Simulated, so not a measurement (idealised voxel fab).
voxel plated lines: a process module
In the cross-section labelled cut, the width is 260 nm and each square cell is 5 nm.
Throughout this document, each cross-section is represented as a grid of square cells and is presented as a sequence of bands enumerated from the top downward, where a band comprises one or more rows of cells.
This entry defines a band. It first specifies the height of the band's top and the height of its bottom in nm, and then specifies the band's materials from left to right, stating each material with its width in nm. The word "full width" identifies a single material that fills the band from edge to edge, while the word "blank" identifies empty space.
Counting heights begins at 0, where everything beneath is, in the wafer as received, one material. The lowest band has no bottom; it goes on downwards, as "from 0 down" shows.
A two-number width, for instance "30..40", indicates that the width is equal to the first number in the top row of the band and to the second number in the bottom row, and that it changes by a constant amount per row of cells.
You'll sometimes find "remains unaltered" written for a step, and that's the way of saying that nowhere in the cross-section did a cell change during that step.
This entry, "Closed void inventory", enumerates those empty regions of no fewer than 8 cells that possess no open connection to the top. Each region is reported in the form width x height at distance, the distance being taken from the left edge, with all three quantities expressed in nm.
after a step's settings: what the simulator itself notes on the step
What "overlay nm" on a step's line means: if the step has a mask, that mask lay this far to the right of its planned place, or, when the value is negative, to the left.
plan
| 1 | op RECEIVE | material Si |
| 2 | op CONFORMAL_DEP | material SiO2 | thk nm 5 |
| 3 | op DIRECTIONAL_DEP | material TiN | thk nm 5 |
| 4 | op PATTERN | tone open | mask id LINES | material resist | width nm 30 | pitch nm 50 | thk nm 35 | overlay nm 0 |
| 5 | op EPI | material Ru | thk nm 5 |
| 6 | op EPI | material Ru | thk nm 10 |
| 7 | op EPI | material Ru | thk nm 5 |
| 8 | op STRIP | etch materials resist |
| 9 | op DIRECTIONAL_ETCH | etch materials TiN | depth nm 5 |
| 10 | op CONFORMAL_DEP | material SiO2 | thk nm 10 |
First of two wafers: run as planned
Step 1 complete: cross-section of the wafer as received
  from 0 down  Si full width
  Closed void inventory: none
The wafer, seen in cross-section, after step 2
  from 5 to 0  SiO2 full width
  For the remainder of the cross-section, below 0, there is no change.
The wafer, seen in cross-section, after step 3
  from 10 to 5  TiN full width
  For the remainder of the cross-section, below 5, there is no change.
The wafer, seen in cross-section, after step 4
  from 45 to 10  resist 40 | blank 30 | resist 20 | blank 30 | resist 20 | blank 30 | resist 20 | blank 30 | resist 40
  For the remainder of the cross-section, below 10, there is no change.
The wafer, seen in cross-section, after step 5
  from 45 to 15  resist 40 | blank 30 | resist 20 | blank 30 | resist 20 | blank 30 | resist 20 | blank 30 | resist 40
  from 15 to 10  resist 40 | Ru 30 | resist 20 | Ru 30 | resist 20 | Ru 30 | resist 20 | Ru 30 | resist 40
  For the remainder of the cross-section, below 10, there is no change.
The wafer, seen in cross-section, after step 6
  from 45 to 25  resist 40 | blank 30 | resist 20 | blank 30 | resist 20 | blank 30 | resist 20 | blank 30 | resist 40
  from 25 to 10  resist 40 | Ru 30 | resist 20 | Ru 30 | resist 20 | Ru 30 | resist 20 | Ru 30 | resist 40
  For the remainder of the cross-section, below 10, there is no change.
The wafer, seen in cross-section, after step 7
  from 45 to 30  resist 40 | blank 30 | resist 20 | blank 30 | resist 20 | blank 30 | resist 20 | blank 30 | resist 40
  from 30 to 10  resist 40 | Ru 30 | resist 20 | Ru 30 | resist 20 | Ru 30 | resist 20 | Ru 30 | resist 40
  For the remainder of the cross-section, below 10, there is no change.
The wafer, seen in cross-section, after step 8
  from 30 to 10  blank 40 | Ru 30 | blank 20 | Ru 30 | blank 20 | Ru 30 | blank 20 | Ru 30 | blank 40
  For the remainder of the cross-section, below 10, there is no change.
The wafer, seen in cross-section, after step 9
  from 30 to 10  blank 40 | Ru 30 | blank 20 | Ru 30 | blank 20 | Ru 30 | blank 20 | Ru 30 | blank 40
  from 10 to 5  blank 40 | TiN 30 | blank 20 | TiN 30 | blank 20 | TiN 30 | blank 20 | TiN 30 | blank 40
  For the remainder of the cross-section, below 5, there is no change.
The wafer, seen in cross-section, after step 10
  from 40 to 30  blank 30 | SiO2 200 | blank 30
  from 30 to 15  blank 30 | SiO2 10 | Ru 30 | SiO2 20 | Ru 30 | SiO2 20 | Ru 30 | SiO2 20 | Ru 30 | SiO2 10 | blank 30
  from 15 to 10  SiO2 40 | Ru 30 | SiO2 20 | Ru 30 | SiO2 20 | Ru 30 | SiO2 20 | Ru 30 | SiO2 40
  from 10 to 5  SiO2 40 | TiN 30 | SiO2 20 | TiN 30 | SiO2 20 | TiN 30 | SiO2 20 | TiN 30 | SiO2 40
  For the remainder of the cross-section, below 5, there is no change.
Second wafer: same start and same plan as the first, one execution error; identical to the first through step 9
Second wafer: cross-section at the scheduled end of step 10
  from 45 to 30  blank 25 | SiO2 210 | blank 25
  from 30 to 20  blank 25 | SiO2 15 | Ru 30 | SiO2 20 | Ru 30 | SiO2 20 | Ru 30 | SiO2 20 | Ru 30 | SiO2 15 | blank 25
  from 20 to 10  SiO2 40 | Ru 30 | SiO2 20 | Ru 30 | SiO2 20 | Ru 30 | SiO2 20 | Ru 30 | SiO2 40
  from 10 to 5  SiO2 40 | TiN 30 | SiO2 20 | TiN 30 | SiO2 20 | TiN 30 | SiO2 20 | TiN 30 | SiO2 40
  For the remainder of the cross-section, below 5, there is no change.
Nonconformance to the process plan: step 10, actual vs plan mismatch, actual run op CONFORMAL_DEP | material SiO2 | thk nm 15
Wafer comparison, final, in cells, second relative to first, materials more or fewer: SiO2 +62
